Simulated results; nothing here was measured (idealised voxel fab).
The following process module bears the name voxel tone inversion.
In the cross-section labelled cut, the width is 165 nm and each square cell is 5 nm.
Cross-section layout: square cells on a grid; listed as bands, top to bottom; a band spans one or more cell rows.
Read a band's entry like this: the first values are the height of its top and the height of its bottom in nm, and what follows is the sequence of materials from left to right, each with its width in nm. Note that "air" is empty space, and that a single material marked "edge to edge" reaches across the band from edge to edge.
It should be noted that heights are counted from 0, beneath which the wafer as supplied is of one material throughout, and that the lowest band possesses no lower boundary but continues downward, as written in "top 0, no bottom".
When a width is written as two numbers, as in "30 to 40", the first number is the width in the top row of cells of the band and the second is the width in its bottom row, and the width changes by the same amount from each row to the next.
"same as before" after a step means that no cell of the cross-section changed.
Each empty space that has no open way to the top and spans at least 8 cells appears under "Voids, fully enclosed" as width x height at distance, the distance counted from the left edge, all in nm.
Text after the settings on a step's line: the simulator's own remark on that step.
The "overlay nm" setting may appear on a step's line; for a step that uses a mask, it gives how far to the right of its planned position the mask lay, and a negative value indicates the left.
Steps planned for the process
1. RECEIVE | material Si
2. CONFORMAL_DEP | material SiN | thk nm 5
3. DIRECTIONAL_DEP | material aC | thk nm 20
4. PATTERN | tone cover | mask id POSTS | material resist | width nm 15 | pitch nm 30 | thk nm 30 | overlay nm 0
5. DIRECTIONAL_ETCH | etch materials aC | depth nm 20
6. STRIP | etch materials resist
7. FILL_DEP | material lowk | thk nm 5
8. CMP | height nm 25
9. STRIP | etch materials aC
The cross-section here shows the wafer as received, i.e. in its state after step 1
- top 0, no bottom = Si edge to edge
- Voids, fully enclosed: none
One mistake in running the module, otherwise start and plan as above: cross-section at the end
- top 25, bottom 20 = SiN edge to edge
- top 20, bottom 0 = aC edge to edge
- top 0, no bottom = Si edge to edge
- Voids, fully enclosed: none
So what did we get wrong on this run? swap of plan steps 2 and 3 during execution
